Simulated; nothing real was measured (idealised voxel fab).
Presented below is a process module, voxel wiring stack.
In the cross-section labelled cut, the width is 260 nm and each square cell is 5 nm.
Think of the cross-section as a grid of square cells. We describe it in bands, top to bottom, and each band covers one or more rows of those cells. Heads up on the band format: heights come first, top then bottom, in nm. After that it's the materials left to right, each with its width in nm. A single material flagged "throughout" fills the whole band edge to edge, and "blank" means there's empty space there. Heights are measured from 0, the level below which the as-received wafer is all one material; the lowest band has no bottom and continues downward, written as in "0 and below". Per-row width for "30..40": begins at first number (top row of band), ends at second number (bottom row), increment between rows held constant. Where the words "no alterations made" appear for a step, the cross-section shows no cell changed by that step; every cell remained as before. "Closed void table": sealed empty spaces, 8 cells or more, no open way to top, listed width x height at distance, with distance from the left edge and width, height and distance in nm. It should be noted that, on the line of a given step, the content following the step's settings is a remark produced by the simulator itself with respect to that step. When a step includes a mask, the "overlay nm" setting on its line states how far to the right of its planned place that mask lay, and negative values state how far to the left.

# Below is the list of planned process steps
| 1 | RECEIVE, material Si |
| 2 | CONFORMAL_DEP, material SiO2, thk nm 15 |
| 3 | CONFORMAL_DEP, material SiN, thk nm 5 |
| 4 | DIRECTIONAL_DEP, material SiO2, thk nm 20 |
| 5 | PATTERN, tone open, mask id METAL_1, material resist, width nm 30, pitch nm 60, thk nm 20, overlay nm 0 |
| 6 | DIRECTIONAL_ETCH, etch materials SiO2, depth nm 20 |
| 7 | DIRECTIONAL_ETCH, etch materials SiN, depth nm 5 |
| 8 | STRIP, etch materials resist |
| 9 | CONFORMAL_DEP, material TiN, thk nm 5 |
| 10 | FILL_DEP, material Cu, thk nm 5 |
| 11 | CMP, height nm 40 |
| 12 | CONFORMAL_DEP, material SiCN, thk nm 5 |
| 13 | DIRECTIONAL_DEP, material lowk, thk nm 30 |
| 14 | PATTERN, tone open, mask id METAL_2_HOLES, material resist, width nm 15, pitch nm 120, thk nm 20, overlay nm 0 |
| 15 | DIRECTIONAL_ETCH, etch materials lowk, depth nm 30 |
| 16 | STRIP, etch materials resist |
| 17 | DIRECTIONAL_DEP, material aC, thk nm 15 |
| 18 | PATTERN, tone open, mask id METAL_2, material resist, width nm 30, pitch nm 60, thk nm 35, overlay nm 0 |
| 19 | DIRECTIONAL_ETCH, etch materials aC, depth nm 15 |
| 20 | STRIP, etch materials resist |
| 21 | DIRECTIONAL_ETCH, etch materials lowk, depth nm 15 |
| 22 | DIRECTIONAL_ETCH, etch materials SiCN, depth nm 5 |
| 23 | STRIP, etch materials aC |
| 24 | CONFORMAL_DEP, material TiN, thk nm 5 |
| 25 | FILL_DEP, material Cu, thk nm 5 |
| 26 | CMP, height nm 75 |
| 27 | CONFORMAL_DEP, material SiCN, thk nm 5 |
| 28 | DIRECTIONAL_DEP, material SiO2, thk nm 20 |
| 29 | PATTERN, tone open, mask id PLUG_2, material resist, width nm 15, pitch nm 60, thk nm 15, overlay nm 0 |
| 30 | DIRECTIONAL_ETCH, etch materials SiO2, depth nm 20 |
| 31 | DIRECTIONAL_ETCH, etch materials SiCN, depth nm 5 |
| 32 | STRIP, etch materials resist |
| 33 | CONFORMAL_DEP, material TiN, thk nm 5 |
| 34 | FILL_DEP, material Cu, thk nm 10 |
| 35 | CMP, height nm 100 |
| 36 | DIRECTIONAL_DEP, material TiN, thk nm 5 |
| 37 | DIRECTIONAL_DEP, material W, thk nm 25 |
| 38 | MASKED_ETCH, tone cover, mask id METAL_3, width nm 30, pitch nm 60, etch materials W, depth nm 25, overlay nm 0 |
| 39 | MASKED_ETCH, tone cover, mask id METAL_3, width nm 30, pitch nm 60, etch materials TiN, depth nm 5, overlay nm 0 |
| 40 | CONFORMAL_DEP, material SiCN, thk nm 5 |
| 41 | FILL_DEP, material SiO2, thk nm 10 |
| 42 | CMP, height nm 130 |
| 43 | CONFORMAL_DEP, material SiCN, thk nm 5 |
| 44 | DIRECTIONAL_DEP, material lowk, thk nm 20 |
| 45 | MASKED_ETCH, tone open, mask id PLUG_3, width nm 15, pitch nm 120, etch materials lowk, depth nm 20, overlay nm 0 |
| 46 | MASKED_ETCH, tone open, mask id PLUG_3, width nm 15, pitch nm 120, etch materials SiCN, depth nm 5, overlay nm 0 |
| 47 | EPI, material Ru, thk nm 10 |
| 48 | EPI, material Ru, thk nm 10 |
| 49 | EPI, material Ru, thk nm 5 |
| 50 | CONFORMAL_DEP, material SiCN, thk nm 5 |
| 51 | DIRECTIONAL_DEP, material SiO2, thk nm 25 |
| 52 | PATTERN, tone open, mask id METAL_4, material resist, width nm 30, pitch nm 60, thk nm 20, overlay nm 0 |
| 53 | DIRECTIONAL_ETCH, etch materials SiO2, depth nm 25 |
| 54 | DIRECTIONAL_ETCH, etch materials SiCN, depth nm 5 |
| 55 | STRIP, etch materials resist |
| 56 | CONFORMAL_DEP, material TiN, thk nm 5 |
| 57 | FILL_DEP, material W, thk nm 5 |
| 58 | CMP, height nm 185 |
| 59 | EPI, material Ru, thk nm 5 |
| 60 | FILL_DEP, material SiCN, thk nm 5 |

# Wafer cross-section on receipt, i.e. after step 1
	0 and below = Si throughout
	Closed void table: none

# Cross-sectional result after module completion. Note: starting condition and plan are unchanged from above; one processing mistake was made
	195 down to 190 = SiCN throughout
	190 down to 185 = SiCN: 50  Ru: 40  SiCN: 20  Ru: 40  SiCN: 20  Ru: 40  SiCN: 50
	185 down to 160 = SiO2: 55  TiN: 5  W: 20  TiN: 5  SiO2: 30  TiN: 5  W: 20  TiN: 5  SiO2: 30  TiN: 5  W: 20  TiN: 5  SiO2: 55
	160 down to 155 = SiCN: 55  TiN: 30  SiCN: 30  TiN: 30  SiCN: 30  TiN: 30  SiCN: 55
	155 down to 135 = lowk: 55  Ru: 15  lowk: 105  Ru: 15  lowk: 70
	135 down to 130 = SiCN: 55  Ru: 15  SiCN: 105  Ru: 15  SiCN: 70
	130 down to 105 = SiO2: 50  SiCN: 5  W: 30  SiCN: 5  SiO2: 20  SiCN: 5  W: 30  SiCN: 5  SiO2: 20  SiCN: 5  W: 30  SiCN: 5  SiO2: 50
	105 down to 100 = SiCN: 55  TiN: 30  SiCN: 30  TiN: 30  SiCN: 30  TiN: 30  SiCN: 55
	100 down to 80 = SiO2: 55  TiN: 5  Cu: 5  TiN: 5  SiO2: 45  TiN: 5  Cu: 5  TiN: 5  SiO2: 45  TiN: 5  Cu: 5  TiN: 5  SiO2: 70
	80 down to 75 = SiCN: 55  TiN: 15  SiCN: 45  TiN: 15  SiCN: 45  TiN: 15  SiCN: 70
	75 down to 65 = lowk: 55  TiN: 5  Cu: 20  TiN: 5  lowk: 30  TiN: 5  Cu: 20  TiN: 5  lowk: 30  TiN: 5  Cu: 20  TiN: 5  lowk: 55
	65 down to 60 = lowk: 55  TiN: 5  Cu: 5  TiN: 20  lowk: 30  TiN: 30  lowk: 30  TiN: 5  Cu: 5  TiN: 20  lowk: 55
	60 down to 45 = lowk: 55  TiN: 5  Cu: 5  TiN: 5  lowk: 105  TiN: 5  Cu: 5  TiN: 5  lowk: 70
	45 down to 40 = SiCN: 55  TiN: 15  SiCN: 105  TiN: 15  SiCN: 70
	40 down to 20 = SiO2: 55  TiN: 5  Cu: 20  TiN: 5  SiO2: 30  TiN: 5  Cu: 20  TiN: 5  SiO2: 30  TiN: 5  Cu: 20  TiN: 5  SiO2: 55
	20 down to 15 = SiN: 55  TiN: 30  SiN: 30  TiN: 30  SiN: 30  TiN: 30  SiN: 55
	15 down to 0 = lowk throughout
	0 and below = Si throughout
	Closed void table: none
So what did we get wrong on this run? step 2 went in with a setting other than planned; the actual run was CONFORMAL_DEP, material lowk, thk nm 15
